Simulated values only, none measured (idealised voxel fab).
process module | voxel self aligned contacts
cross-section cut | 200 nm wide | cells 5 nm
A cross-section is a grid of square cells, given in bands from the top down. A band is one or more rows of cells.
Each band's line starts with the height of the band's top and of its bottom, in nm. Then come its materials from left to right, each with its width in nm. One material with "throughout" fills the band from edge to edge. "air" is empty space.
Height 0 is the level under which the wafer as received is all one material. The lowest band goes on downwards, as in "0 down".
A width such as "30 to 40" changes by the same amount from each row of cells to the next, from the band's top row to its bottom row.
"no change" after a step means that no cell of the cross-section changed.
closed voids: empty space of 8 cells or more with no open way to the top, each as width x height at its distance from the left edge, in nm
after a step's settings: what the simulator itself notes on the step
overlay nm, on a step with a mask: how far to the right of its planned place the mask lay; to the left if negative
plan
1 op RECEIVE | material Si
2 op CONFORMAL_DEP | material SiO2 | thk nm 5
3 op DIRECTIONAL_DEP | material polySi | thk nm 25
4 op DIRECTIONAL_DEP | material SiN | thk nm 20
5 op DIRECTIONAL_DEP | material aC | thk nm 15
6 op PATTERN | tone cover | mask id GATE | material resist | width nm 35 | pitch nm 70 | thk nm 35 | overlay nm 0
7 op DIRECTIONAL_ETCH | etch materials aC | depth nm 15
8 op STRIP | etch materials resist
9 op DIRECTIONAL_ETCH | etch materials SiN | depth nm 20
10 op DIRECTIONAL_ETCH | etch materials polySi | depth nm 25
11 op STRIP | etch materials aC
12 op CONFORMAL_DEP | material SiN | thk nm 10
13 op DIRECTIONAL_ETCH | etch materials SiN | depth nm 10
14 op FILL_DEP | material SiO2 | thk nm 10
15 op CMP | height nm 55
16 op PATTERN | tone open | mask id CONTACT | material resist | width nm 55 | thk nm 15 | overlay nm 0
17 op DIRECTIONAL_ETCH | etch materials SiO2 | depth nm 55
18 op STRIP | etch materials resist
19 op CONFORMAL_DEP | material TiN | thk nm 5
20 op FILL_DEP | material W | thk nm 5
21 op CMP | height nm 55
22 op CONFORMAL_DEP | material SiN | thk nm 5
as received, after step 1
  0 down: Si throughout
  closed voids: none
a wafer at the end: this start, this plan, one mistake
  60 to 55: SiN throughout
  55 to 50: SiO2 75 | TiN 20 | W 5 | TiN 30 | SiO2 70
  50 to 30: SiO2 35 | SiN 55 | TiN 5 | W 5 | TiN 5 | SiN 55 | SiO2 40
  30 to 5: SiO2 35 | SiN 10 | polySi 35 | SiN 10 | TiN 5 | W 5 | TiN 5 | SiN 10 | polySi 35 | SiN 10 | SiO2 40
  5 to 0: SiO2 90 | TiN 15 | SiO2 95
  0 down: Si throughout
  closed voids: none
what went wrong: step 16 ran as: op PATTERN | tone open | mask id CONTACT | material resist | width nm 55 | thk nm 15 | overlay nm 5
